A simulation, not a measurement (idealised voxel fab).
Documented hereafter: the process module known as voxel capacitor over wiring.
Section cut is 295 nm wide and gridded with 5 nm square cells.
How to read a cross-section here: the picture is a grid of square cells, written as bands going from the top down, and any band can span one or more rows of cells.
The entry gives the band's vertical extent as a top height and a bottom height in nm, then its horizontal make-up as materials from left to right, each with a width in nm. "air" stands for empty space; a single material marked "everywhere" fills the band edge to edge.
Height is counted from the level 0, under which the received wafer is composed throughout of one material. The lowest of the bands is not closed at the bottom but continues downward, in the notation "0..down".
You'd read "30->40" like this: the band's top row of cells is as wide as the first number, its bottom row is as wide as the second, and going down, every row changes width by the same amount as the row before did.
Given "nothing was modified" for a step, no cell of the cross-section differs between before and after that step.
"Trapped voids" enumerates empty spaces isolated from the top, with no open way to it, that contain at least 8 cells, giving each as width x height at distance from the left edge, all three in nm.
Text after the settings on a step's line: the simulator's own remark on that step.
"overlay nm" denotes, for a step that has a mask, the displacement of the mask to the right of its planned place, with negative values corresponding to the left.
## The process steps that were planned are listed below
1. RECEIVE, material Si
2. CONFORMAL_DEP, material SiO2, thk nm 15
3. DIRECTIONAL_DEP, material TiN, thk nm 5
4. DIRECTIONAL_DEP, material W, thk nm 15
5. PATTERN, tone cover, mask id METAL_1, material resist, width nm 25, pitch nm 95, thk nm 15, overlay nm 0
6. DIRECTIONAL_ETCH, etch materials W, depth nm 15
7. DIRECTIONAL_ETCH, etch materials TiN, depth nm 5
8. STRIP, etch materials resist
9. CONFORMAL_DEP, material SiCN, thk nm 5
10. FILL_DEP, material SiO2, thk nm 5
11. CMP, height nm 35
12. CONFORMAL_DEP, material SiCN, thk nm 5
13. DIRECTIONAL_DEP, material lowk, thk nm 15
14. MASKED_ETCH, tone open, mask id PLUG_1, width nm 15, etch materials lowk, depth nm 15, overlay nm -15
15. MASKED_ETCH, tone open, mask id PLUG_1, width nm 15, etch materials SiCN, depth nm 5, overlay nm 0
16. CONFORMAL_DEP, material TiN, thk nm 5
17. FILL_DEP, material Ru, thk nm 5
18. CMP, height nm 55
19. DIRECTIONAL_DEP, material TiN, thk nm 5
20. DIRECTIONAL_DEP, material Al2O3, thk nm 5
21. DIRECTIONAL_DEP, material TiN, thk nm 5
22. DIRECTIONAL_DEP, material aC, thk nm 15
23. PATTERN, tone cover, mask id UPPER_PLATE, material resist, width nm 75, thk nm 35, overlay nm 0
24. DIRECTIONAL_ETCH, etch materials aC, depth nm 15
25. STRIP, etch materials resist
26. DIRECTIONAL_ETCH, etch materials TiN, depth nm 5
27. DIRECTIONAL_ETCH, etch materials Al2O3, depth nm 5
28. STRIP, etch materials aC
29. DIRECTIONAL_DEP, material aC, thk nm 10
30. PATTERN, tone cover, mask id LOWER_PLATE, material resist, width nm 85, thk nm 25, overlay nm 0
31. DIRECTIONAL_ETCH, etch materials aC, depth nm 10
32. STRIP, etch materials resist
33. DIRECTIONAL_ETCH, etch materials TiN, depth nm 5
34. STRIP, etch materials aC
35. FILL_DEP, material SiO2, thk nm 20
36. CMP, height nm 85
37. PATTERN, tone open, mask id PLUG_2, material resist, width nm 15, thk nm 20, overlay nm 0
38. DIRECTIONAL_ETCH, etch materials SiO2, depth nm 15
39. STRIP, etch materials resist
40. CONFORMAL_DEP, material TiN, thk nm 5
41. FILL_DEP, material W, thk nm 5
42. CMP, height nm 85
43. CONFORMAL_DEP, material SiN, thk nm 5
All wafers enter the flow in the same state. The overlay nm at step 14 differs from wafer to wafer, and the plan gives the value for the first wafer.
## The first of several wafers in cross-section, exactly as it reached us after step 1
0..down: Si everywhere
Trapped voids: none
## What follows is a table in which each wafer occupies a row; for the wafer as it stands at the close of the module, the row states, material by material, how many cells have been gained (+) or lost (-) since receipt, and then gives its closed voids
overlay nm -15, +15 Al2O3, +2 Ru, +120 SiCN, +59 SiN, +610 SiO2, +56 TiN, +32 W, +168 lowk, Trapped voids: none
overlay nm -10, +15 Al2O3, +2 Ru, +119 SiCN, +59 SiN, +610 SiO2, +57 TiN, +32 W, +168 lowk, Trapped voids: none
overlay nm -5, +15 Al2O3, +2 Ru, +118 SiCN, +59 SiN, +610 SiO2, +58 TiN, +32 W, +168 lowk, Trapped voids: none
overlay nm 0, +15 Al2O3, +3 Ru, +117 SiCN, +59 SiN, +610 SiO2, +58 TiN, +32 W, +168 lowk, Trapped voids: none
overlay nm 5, +15 Al2O3, +2 Ru, +118 SiCN, +59 SiN, +610 SiO2, +58 TiN, +32 W, +168 lowk, Trapped voids: none
overlay nm 10, +15 Al2O3, +2 Ru, +119 SiCN, +59 SiN, +610 SiO2, +57 TiN, +32 W, +168 lowk, Trapped voids: none
overlay nm 15, +15 Al2O3, +2 Ru, +120 SiCN, +59 SiN, +610 SiO2, +56 TiN, +32 W, +168 lowk, Trapped voids: none
